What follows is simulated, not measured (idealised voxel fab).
process module | voxel wiring stack
cross-section cut | 260 nm wide | cells 5 nm
A cross-section is a grid of square cells, given in bands from the top down. A band is one or more rows of cells.
Each band's line starts with the height of the band's top and of its bottom, in nm. Then come its materials from left to right, each with its width in nm. One material with "throughout" fills the band from edge to edge. "air" is empty space.
Height 0 is the level under which the wafer as received is all one material. The lowest band goes on downwards, as in "0 down".
A width such as "30 to 40" changes by the same amount from each row of cells to the next, from the band's top row to its bottom row.
"no change" after a step means that no cell of the cross-section changed.
closed voids: empty space of 8 cells or more with no open way to the top, each as width x height at its distance from the left edge, in nm
after a step's settings: what the simulator itself notes on the step
overlay nm, on a step with a mask: how far to the right of its planned place the mask lay; to the left if negative
plan
1 op RECEIVE | material Si
2 op CONFORMAL_DEP | material SiO2 | thk nm 15
3 op CONFORMAL_DEP | material SiN | thk nm 5
4 op DIRECTIONAL_DEP | material lowk | thk nm 15
5 op MASKED_ETCH | tone open | mask id METAL_1 | width nm 25 | pitch nm 50 | etch materials lowk | depth nm 15 | overlay nm 0
6 op MASKED_ETCH | tone open | mask id METAL_1 | width nm 25 | pitch nm 50 | etch materials SiN | depth nm 5 | overlay nm 0
7 op CONFORMAL_DEP | material TiN | thk nm 5
8 op FILL_DEP | material W | thk nm 10
9 op CMP | height nm 35
10 op EPI | material Ru | thk nm 5
11 op FILL_DEP | material SiCN | thk nm 5
12 op DIRECTIONAL_DEP | material lowk | thk nm 35
13 op PATTERN | tone open | mask id METAL_2_HOLES | material resist | width nm 15 | thk nm 15 | overlay nm 0
14 op DIRECTIONAL_ETCH | etch materials lowk | depth nm 35
15 op STRIP | etch materials resist
16 op DIRECTIONAL_DEP | material aC | thk nm 15
17 op PATTERN | tone open | mask id METAL_2 | material resist | width nm 25 | pitch nm 50 | thk nm 35 | overlay nm 0
18 op DIRECTIONAL_ETCH | etch materials aC | depth nm 15
19 op STRIP | etch materials resist
20 op DIRECTIONAL_ETCH | etch materials lowk | depth nm 20
21 op DIRECTIONAL_ETCH | etch materials SiCN | depth nm 5
22 op STRIP | etch materials aC
23 op CONFORMAL_DEP | material TiN | thk nm 5
24 op FILL_DEP | material Cu | thk nm 5
25 op CMP | height nm 80
26 op CONFORMAL_DEP | material SiCN | thk nm 5
first wafer, as planned
as received, after step 1
  0 down: Si throughout
  closed voids: none
after step 2
  15 to 0: SiO2 throughout
  below 0: unchanged
after step 3
  20 to 15: SiN throughout
  below 15: unchanged
after step 4
  35 to 20: lowk throughout
  below 20: unchanged
after step 5
  35 to 20: lowk 90 | air 25 | lowk 25 | air 25 | lowk 95
  below 20: unchanged
after step 6
  35 to 20: lowk 90 | air 25 | lowk 25 | air 25 | lowk 95
  20 to 15: SiN 90 | air 25 | SiN 25 | air 25 | SiN 95
  below 15: unchanged
after step 7
  40 to 35: TiN 95 | air 15 | TiN 35 | air 15 | TiN 100
  35 to 20: lowk 90 | TiN 5 | air 15 | TiN 5 | lowk 25 | TiN 5 | air 15 | TiN 5 | lowk 95
  20 to 15: SiN 90 | TiN 25 | SiN 25 | TiN 25 | SiN 95
  below 15: unchanged
after step 8
  50 to 40: W throughout
  40 to 35: TiN 95 | W 15 | TiN 35 | W 15 | TiN 100
  35 to 20: lowk 90 | TiN 5 | W 15 | TiN 5 | lowk 25 | TiN 5 | W 15 | TiN 5 | lowk 95
  below 20: unchanged
after step 9
  35 to 20: lowk 90 | TiN 5 | W 15 | TiN 5 | lowk 25 | TiN 5 | W 15 | TiN 5 | lowk 95
  below 20: unchanged
after step 10
  40 to 35: air 85 | Ru 35 | air 15 | Ru 35 | air 90
  below 35: unchanged
after step 11
  45 to 40: SiCN throughout
  40 to 35: SiCN 85 | Ru 35 | SiCN 15 | Ru 35 | SiCN 90
  below 35: unchanged
after step 12
  80 to 45: lowk throughout
  below 45: unchanged
after step 13
  95 to 80: resist 90 | air 15 | resist 155
  below 80: unchanged
after step 14
  95 to 80: resist 90 | air 15 | resist 155
  80 to 45: lowk 90 | air 15 | lowk 155
  below 45: unchanged
after step 15
  80 to 45: lowk 90 | air 15 | lowk 155
  below 45: unchanged
after step 16
  95 to 80: aC 90 | air 15 | aC 155
  80 to 60: lowk 90 | air 15 | lowk 155
  60 to 45: lowk 90 | aC 15 | lowk 155
  below 45: unchanged
after step 17
  130 to 95: resist 90 | air 25 | resist 25 | air 25 | resist 95
  below 95: unchanged
after step 18
  115 to 95: resist 90 | air 25 | resist 25 | air 25 | resist 95
  95 to 80: aC 90 | air 25 | aC 25 | air 25 | aC 95
  80 to 45: lowk 90 | air 15 | lowk 155
  below 45: unchanged
after step 19
  95 to 80: aC 90 | air 25 | aC 25 | air 25 | aC 95
  below 80: unchanged
after step 20
  95 to 80: aC 90 | air 25 | aC 25 | air 25 | aC 95
  80 to 60: lowk 90 | air 25 | lowk 25 | air 25 | lowk 95
  below 60: unchanged
after step 21
  95 to 80: aC 90 | air 25 | aC 25 | air 25 | aC 95
  80 to 60: lowk 90 | air 25 | lowk 25 | air 25 | lowk 95
  60 to 45: lowk 90 | air 15 | lowk 155
  45 to 40: SiCN 90 | air 15 | SiCN 155
  below 40: unchanged
after step 22
  80 to 60: lowk 90 | air 25 | lowk 25 | air 25 | lowk 95
  below 60: unchanged
after step 23
  85 to 80: TiN 95 | air 15 | TiN 35 | air 15 | TiN 100
  80 to 65: lowk 90 | TiN 5 | air 15 | TiN 5 | lowk 25 | TiN 5 | air 15 | TiN 5 | lowk 95
  65 to 60: lowk 90 | TiN 5 | air 5 | TiN 15 | lowk 25 | TiN 25 | lowk 95
  60 to 45: lowk 90 | TiN 5 | air 5 | TiN 5 | lowk 155
  45 to 40: SiCN 90 | TiN 15 | SiCN 155
  below 40: unchanged
after step 24
  90 to 85: Cu throughout
  85 to 80: TiN 95 | Cu 15 | TiN 35 | Cu 15 | TiN 100
  80 to 65: lowk 90 | TiN 5 | Cu 15 | TiN 5 | lowk 25 | TiN 5 | Cu 15 | TiN 5 | lowk 95
  65 to 60: lowk 90 | TiN 5 | Cu 5 | TiN 15 | lowk 25 | TiN 25 | lowk 95
  60 to 45: lowk 90 | TiN 5 | Cu 5 | TiN 5 | lowk 155
  below 45: unchanged
after step 25
  80 to 65: lowk 90 | TiN 5 | Cu 15 | TiN 5 | lowk 25 | TiN 5 | Cu 15 | TiN 5 | lowk 95
  below 65: unchanged
after step 26
  85 to 80: SiCN throughout
  below 80: unchanged
second wafer: like start, like plan, one mistake. Through step 4 it matches the first wafer
when step 5 should have ended
  35 to 20: air 90 | lowk 25 | air 25 | lowk 25 | air 95
  below 20: unchanged
when step 6 should have ended: no change
when step 7 should have ended
  40 to 35: air 85 | TiN 35 | air 15 | TiN 35 | air 90
  35 to 25: air 85 | TiN 5 | lowk 25 | TiN 5 | air 15 | TiN 5 | lowk 25 | TiN 5 | air 90
  25 to 20: TiN 90 | lowk 25 | TiN 25 | lowk 25 | TiN 95
  below 20: unchanged
when step 8 should have ended
  50 to 40: W throughout
  40 to 35: W 85 | TiN 35 | W 15 | TiN 35 | W 90
  35 to 25: W 85 | TiN 5 | lowk 25 | TiN 5 | W 15 | TiN 5 | lowk 25 | TiN 5 | W 90
  below 25: unchanged
when step 9 should have ended
  35 to 25: W 85 | TiN 5 | lowk 25 | TiN 5 | W 15 | TiN 5 | lowk 25 | TiN 5 | W 90
  below 25: unchanged
when step 10 should have ended
  40 to 35: Ru 95 | air 15 | Ru 35 | air 15 | Ru 100
  below 35: unchanged
when step 11 should have ended
  45 to 40: SiCN throughout
  40 to 35: Ru 95 | SiCN 15 | Ru 35 | SiCN 15 | Ru 100
  below 35: unchanged
when step 12 should have ended
  80 to 45: lowk throughout
  below 45: unchanged
when step 13 should have ended
  95 to 80: resist 90 | air 15 | resist 155
  below 80: unchanged
when step 14 should have ended
  95 to 80: resist 90 | air 15 | resist 155
  80 to 45: lowk 90 | air 15 | lowk 155
  below 45: unchanged
when step 15 should have ended
  80 to 45: lowk 90 | air 15 | lowk 155
  below 45: unchanged
when step 16 should have ended
  95 to 80: aC 90 | air 15 | aC 155
  80 to 60: lowk 90 | air 15 | lowk 155
  60 to 45: lowk 90 | aC 15 | lowk 155
  below 45: unchanged
when step 17 should have ended
  130 to 95: resist 90 | air 25 | resist 25 | air 25 | resist 95
  below 95: unchanged
when step 18 should have ended
  115 to 95: resist 90 | air 25 | resist 25 | air 25 | resist 95
  95 to 80: aC 90 | air 25 | aC 25 | air 25 | aC 95
  80 to 45: lowk 90 | air 15 | lowk 155
  below 45: unchanged
when step 19 should have ended
  95 to 80: aC 90 | air 25 | aC 25 | air 25 | aC 95
  below 80: unchanged
when step 20 should have ended
  95 to 80: aC 90 | air 25 | aC 25 | air 25 | aC 95
  80 to 60: lowk 90 | air 25 | lowk 25 | air 25 | lowk 95
  below 60: unchanged
when step 21 should have ended
  95 to 80: aC 90 | air 25 | aC 25 | air 25 | aC 95
  80 to 60: lowk 90 | air 25 | lowk 25 | air 25 | lowk 95
  60 to 45: lowk 90 | air 15 | lowk 155
  45 to 40: SiCN 90 | air 15 | SiCN 155
  below 40: unchanged
when step 22 should have ended
  80 to 60: lowk 90 | air 25 | lowk 25 | air 25 | lowk 95
  below 60: unchanged
when step 23 should have ended
  85 to 80: TiN 95 | air 15 | TiN 35 | air 15 | TiN 100
  80 to 65: lowk 90 | TiN 5 | air 15 | TiN 5 | lowk 25 | TiN 5 | air 15 | TiN 5 | lowk 95
  65 to 60: lowk 90 | TiN 5 | air 5 | TiN 15 | lowk 25 | TiN 25 | lowk 95
  60 to 45: lowk 90 | TiN 5 | air 5 | TiN 5 | lowk 155
  45 to 40: SiCN 90 | TiN 15 | SiCN 155
  below 40: unchanged
when step 24 should have ended
  90 to 85: Cu throughout
  85 to 80: TiN 95 | Cu 15 | TiN 35 | Cu 15 | TiN 100
  80 to 65: lowk 90 | TiN 5 | Cu 15 | TiN 5 | lowk 25 | TiN 5 | Cu 15 | TiN 5 | lowk 95
  65 to 60: lowk 90 | TiN 5 | Cu 5 | TiN 15 | lowk 25 | TiN 25 | lowk 95
  60 to 45: lowk 90 | TiN 5 | Cu 5 | TiN 5 | lowk 155
  below 45: unchanged
when step 25 should have ended
  80 to 65: lowk 90 | TiN 5 | Cu 15 | TiN 5 | lowk 25 | TiN 5 | Cu 15 | TiN 5 | lowk 95
  below 65: unchanged
when step 26 should have ended
  85 to 80: SiCN throughout
  below 80: unchanged
what went wrong: step 5 ran as: op MASKED_ETCH | tone cover | mask id METAL_1 | width nm 25 | pitch nm 50 | etch materials lowk | depth nm 15 | overlay nm 0
at the end the second wafer has, in cells: 32 more of Ru | 32 fewer of SiCN | 10 more of SiN | 28 more of TiN | 58 more of W | 96 fewer of lowk
